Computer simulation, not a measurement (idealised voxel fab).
Process module in this document: voxel ribs on slabs
Each square cell in cross-section cut measures 5 nm, and the section as a whole is 285 nm wide.
Notation: cross-section as square-cell grid; stated in bands, top first, going down; one or more cell rows per band.
Look at the band entry: it leads with the top's height and the bottom's height in nm. Then it lists the materials left to right, with a width in nm for each. The word "throughout" on a single material says that material fills the band edge to edge. The word "blank" is empty space.
Height reference: 0 = level under which incoming wafer is all one material. Lowest band: no bottom, runs on downward, e.g. "0 -> down".
You'd read "30 to 40" like this: the band's top row of cells is as wide as the first number, its bottom row is as wide as the second, and going down, every row changes width by the same amount as the row before did.
The cross-section has no changed cell in any step marked "nothing altered".
Look at "Sealed void list" for the closed voids: empty spaces with no open path to the top, sized 8 cells or up. Each is width x height at distance, distance from the left edge, all nm.
Text after the settings on a step's line: the simulator's own remark on that step.
For masked steps, "overlay nm" on the step line gives how far right of plan the mask actually lay; a minus sign means it lay to the left.

The following list gives the planned process steps:
1,RECEIVE | material Si
2,DIRECTIONAL_DEP | material SiO2 | thk nm 20
3,DIRECTIONAL_DEP | material polySi | thk nm 25
4,DIRECTIONAL_DEP | material aC | thk nm 15
5,PATTERN | tone cover | mask id RIB | material resist | width nm 20 | thk nm 35 | overlay nm 0
6,DIRECTIONAL_ETCH | etch materials aC | depth nm 15
7,STRIP | etch materials resist
8,DIRECTIONAL_ETCH | etch materials polySi | depth nm 20
9,STRIP | etch materials aC
10,MASKED_ETCH | tone cover | mask id SLAB | width nm 60 | etch materials polySi | depth nm 5 | overlay nm 0
11,FILL_DEP | material SiO2 | thk nm 25
12,CMP | height nm 60
13,DIRECTIONAL_DEP | material W | thk nm 10
14,DIRECTIONAL_DEP | material aC | thk nm 15
15,PATTERN | tone cover | mask id HEATER | material resist | width nm 30 | thk nm 35 | overlay nm 0
16,DIRECTIONAL_ETCH | etch materials aC | depth nm 15
17,STRIP | etch materials resist
18,DIRECTIONAL_ETCH | etch materials W | depth nm 10
19,STRIP | etch materials aC
20,CONFORMAL_DEP | material SiO2 | thk nm 10

as received, after step 1:
0 -> down | Si throughout
Sealed void list: none

First of two wafers, end-of-module section, run followed plan:
80 -> 70 | 115 of blank, then 50 of SiO2, then 120 of blank
70 -> 60 | 125 of SiO2, then 30 of W, then 130 of SiO2
60 -> 45 | SiO2 throughout
45 -> 25 | 130 of SiO2, then 20 of polySi, then 135 of SiO2
25 -> 20 | 110 of SiO2, then 60 of polySi, then 115 of SiO2
20 -> 0 | SiO2 throughout
0 -> down | Si throughout
Sealed void list: none

Here's the second of our two wafers sectioned at module end. Same start as the first, same plan, but one mistake got made running it:
80 -> 70 | 115 of blank, then 50 of SiO2, then 120 of blank
70 -> 60 | 125 of SiO2, then 30 of W, then 130 of SiO2
60 -> 45 | SiO2 throughout
45 -> 25 | 130 of SiO2, then 25 of polySi, then 130 of SiO2
25 -> 20 | 110 of SiO2, then 60 of polySi, then 115 of SiO2
20 -> 0 | SiO2 throughout
0 -> down | Si throughout
Sealed void list: none
Error vs. plan: step 5 ran with different settings than intended, the actual operation and settings being PATTERN | tone cover | mask id RIB | material resist | width nm 25 | thk nm 35 | overlay nm 0
Cell-count delta at end, second wafer over first, by material: -4 SiO2, +4 polySi
